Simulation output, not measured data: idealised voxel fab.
Module name: voxel tone inversion (process module)
Each square cell in cross-section cut measures 5 nm, and the section as a whole is 285 nm wide.
A cross-section is a grid of square cells, given in bands from the top down. A band is one or more rows of cells.
The entry gives the band's vertical extent as a top height and a bottom height in nm, then its horizontal make-up as materials from left to right, each with a width in nm. "empty" stands for empty space; a single material marked "full width" fills the band edge to edge.
Heights from 0 (as-received wafer is one material below). Bottom band endless downward, as "0 down".
Width: "30 to 40" (first number = top row, second number = bottom row, same change from row to row of cells).
A step reported as "no alteration" is a step in which no cell of the cross-section changed.
The list in "Enclosed void listing" covers empty spaces of 8 cells or more that cannot reach the top through any open way, and it gives each as width x height at distance; the distance is from the left edge, and width, height and distance are in nm.
Text after the settings on a step's line: the simulator's own remark on that step.
"overlay nm", when on a step's line for a step with a mask, measures how far to the right of its planned place the mask lay; a negative measure means to the left.
[Steps in the process plan]
1,RECEIVE [material Si]
2,CONFORMAL_DEP [material SiN] [thk nm 5]
3,DIRECTIONAL_DEP [material aC] [thk nm 20]
4,PATTERN [tone cover] [mask id POSTS] [material resist] [width nm 15] [pitch nm 45] [thk nm 25] [overlay nm 0]
5,DIRECTIONAL_ETCH [etch materials aC] [depth nm 20]
6,STRIP [etch materials resist]
7,FILL_DEP [material SiO2] [thk nm 10]
8,CMP [height nm 25]
9,STRIP [etch materials aC]
10,CONFORMAL_DEP [material TiN] [thk nm 5]
11,FILL_DEP [material Ru] [thk nm 5]
12,CMP [height nm 25]
13,CONFORMAL_DEP [material SiCN] [thk nm 5]
[First wafer, two in total, run as planned]
[Wafer as received: cross-section following step 1]
    0 down: Si full width
    Enclosed void listing: none
[Wafer xsec, post step 2]
    5 to 0: SiN full width
    Below 0, the layers are the same as they were.
[Wafer xsec, post step 3]
    25 to 5: aC full width
    Below 5, the layers are the same as they were.
[Wafer xsec, post step 4]
    50 to 25: 110 of empty, 15 of resist, 30 of empty, 15 of resist, 115 of empty
    Below 25, the layers are the same as they were.
[Wafer xsec, post step 5]
    30 to 25: 110 of empty, 15 of resist, 30 of empty, 15 of resist, 115 of empty
    25 to 5: 110 of empty, 15 of aC, 30 of empty, 15 of aC, 115 of empty
    Below 5, the layers are the same as they were.
[Wafer xsec, post step 6]
    25 to 5: 110 of empty, 15 of aC, 30 of empty, 15 of aC, 115 of empty
    Below 5, the layers are the same as they were.
[Wafer xsec, post step 7]
    35 to 25: SiO2 full width
    25 to 5: 110 of SiO2, 15 of aC, 30 of SiO2, 15 of aC, 115 of SiO2
    Below 5, the layers are the same as they were.
[Wafer xsec, post step 8]
    25 to 5: 110 of SiO2, 15 of aC, 30 of SiO2, 15 of aC, 115 of SiO2
    Below 5, the layers are the same as they were.
[Wafer xsec, post step 9]
    25 to 5: 110 of SiO2, 15 of empty, 30 of SiO2, 15 of empty, 115 of SiO2
    Below 5, the layers are the same as they were.
[Wafer xsec, post step 10]
    30 to 25: 115 of TiN, 5 of empty, 40 of TiN, 5 of empty, 120 of TiN
    25 to 10: 110 of SiO2, 5 of TiN, 5 of empty, 5 of TiN, 30 of SiO2, 5 of TiN, 5 of empty, 5 of TiN, 115 of SiO2
    10 to 5: 110 of SiO2, 15 of TiN, 30 of SiO2, 15 of TiN, 115 of SiO2
    Below 5, the layers are the same as they were.
[Wafer xsec, post step 11]
    35 to 30: Ru full width
    30 to 25: 115 of TiN, 5 of Ru, 40 of TiN, 5 of Ru, 120 of TiN
    25 to 10: 110 of SiO2, 5 of TiN, 5 of Ru, 5 of TiN, 30 of SiO2, 5 of TiN, 5 of Ru, 5 of TiN, 115 of SiO2
    Below 10, the layers are the same as they were.
[Wafer xsec, post step 12]
    25 to 10: 110 of SiO2, 5 of TiN, 5 of Ru, 5 of TiN, 30 of SiO2, 5 of TiN, 5 of Ru, 5 of TiN, 115 of SiO2
    Below 10, the layers are the same as they were.
[Wafer xsec, post step 13]
    30 to 25: SiCN full width
    Below 25, the layers are the same as they were.
[The remaining wafer, second of the two, started like the first and was run to the same plan, except that one mistake was made along the way; the two coincide through step 1, inclusive]
X-section, second wafer, when step 2 was due to finish: no alteration
[X-section, second wafer, when step 3 was due to finish]
    20 to 0: aC full width
    Below 0, the layers are the same as they were.
[X-section, second wafer, when step 4 was due to finish]
    45 to 20: 110 of empty, 15 of resist, 30 of empty, 15 of resist, 115 of empty
    Below 20, the layers are the same as they were.
[X-section, second wafer, when step 5 was due to finish]
    25 to 20: 110 of empty, 15 of resist, 30 of empty, 15 of resist, 115 of empty
    20 to 0: 110 of empty, 15 of aC, 30 of empty, 15 of aC, 115 of empty
    Below 0, the layers are the same as they were.
[X-section, second wafer, when step 6 was due to finish]
    20 to 0: 110 of empty, 15 of aC, 30 of empty, 15 of aC, 115 of empty
    Below 0, the layers are the same as they were.
[X-section, second wafer, when step 7 was due to finish]
    30 to 20: SiO2 full width
    20 to 0: 110 of SiO2, 15 of aC, 30 of SiO2, 15 of aC, 115 of SiO2
    Below 0, the layers are the same as they were.
[X-section, second wafer, when step 8 was due to finish]
    25 to 20: SiO2 full width
    Below 20, the layers are the same as they were.
X-section, second wafer, when step 9 was due to finish: no alteration
[X-section, second wafer, when step 10 was due to finish]
    30 to 25: TiN full width
    Below 25, the layers are the same as they were.
[X-section, second wafer, when step 11 was due to finish]
    35 to 30: Ru full width
    Below 30, the layers are the same as they were.
[X-section, second wafer, when step 12 was due to finish]
    25 to 20: SiO2 full width
    Below 20, the layers are the same as they were.
[X-section, second wafer, when step 13 was due to finish]
    30 to 25: SiCN full width
    Below 25, the layers are the same as they were.
Against the plan, the run slipped here: not run: step 2 of the plan (skipped)
Upon completion, the second wafer contains, in terms of cells, a greater or smaller amount of certain materials than the first wafer: 6 fewer of Ru; 57 fewer of SiN; 57 more of SiO2; 18 fewer of TiN; 24 more of aC
